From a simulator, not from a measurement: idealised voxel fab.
This is a process module. Its name is voxel spacer lines.
FYI the section here is cut, 190 nm wide, cells are 5 nm squares.
A cross-section is a grid of square cells, given in bands from the top down. A band is one or more rows of cells. The band entry comprises the height of the band's top followed by the height of its bottom, expressed in nm, and subsequently the band's materials from left to right, each stated together with its width in nm. Where a single material is marked with the word "all across", that material fills the band from edge to edge. The word "blank" represents empty space. Counting heights begins at 0, where everything beneath is, in the wafer as received, one material. The lowest band has no bottom; it goes on downwards, as "0 -> down" shows. The width entry "30 to 40" should be interpreted row by row: the top row of cells in the band takes the first number, the bottom row takes the second number, and the change between adjacent rows is uniform throughout. Step marked "no alterations made"? Then no cell in the cross-section changed in it. Closed empty spaces (no open way to the top) of 8 cells or more are what "Sealed void inventory" lists, each as width x height at distance from the left edge, nm for all three. Formally, on a step line, whatever follows the settings is a remark that the simulator itself makes on the step. overlay nm: on a step with a mask, how far right of its planned place the mask lay; negative means left.
Intended process steps:
1. op RECEIVE | material Si
2. op CONFORMAL_DEP | material Al2O3 | thk nm 10
3. op DIRECTIONAL_DEP | material polySi | thk nm 10
4. op DIRECTIONAL_DEP | material aC | thk nm 20
5. op PATTERN | tone cover | mask id MANDREL | material resist | width nm 20 | pitch nm 70 | thk nm 25 | overlay nm 0
6. op DIRECTIONAL_ETCH | etch materials aC | depth nm 20
7. op STRIP | etch materials resist
8. op CONFORMAL_DEP | material SiO2 | thk nm 15
9. op DIRECTIONAL_ETCH | etch materials SiO2 | depth nm 15
10. op STRIP | etch materials aC
11. op DIRECTIONAL_ETCH | etch materials polySi | depth nm 10
12. op STRIP | etch materials SiO2
13. op FILL_DEP | material lowk | thk nm 10
14. op CMP | height nm 20
Cross-section of the wafer upon arrival, representing the state reached after step 1:
	0 -> down  Si all across
	Sealed void inventory: none
The first of two wafers, cross-sectioned at the end of the module, with the run proceeding as planned:
	20 -> 10  polySi: 15 | lowk: 20 | polySi: 15 | lowk: 20 | polySi: 15 | lowk: 20 | polySi: 15 | lowk: 20 | polySi: 15 | lowk: 20 | polySi: 15
	10 -> 0  Al2O3 all across
	0 -> down  Si all across
	Sealed void inventory: none
Same start, same plan as the first wafer - but one mistake in the run. Cross-section of the second of the two at the end of the module:
	20 -> 10  aC all across
	10 -> 0  Al2O3 all across
	0 -> down  Si all across
	Sealed void inventory: none
What was done differently from what was planned? the executed order of steps 3 and 4 is the reverse of that specified in the plan, each step having taken the other's position
The second wafer ends with more or fewer cells of some materials than the first, per final count: aC: 76 more | lowk: 40 fewer | polySi: 36 fewer
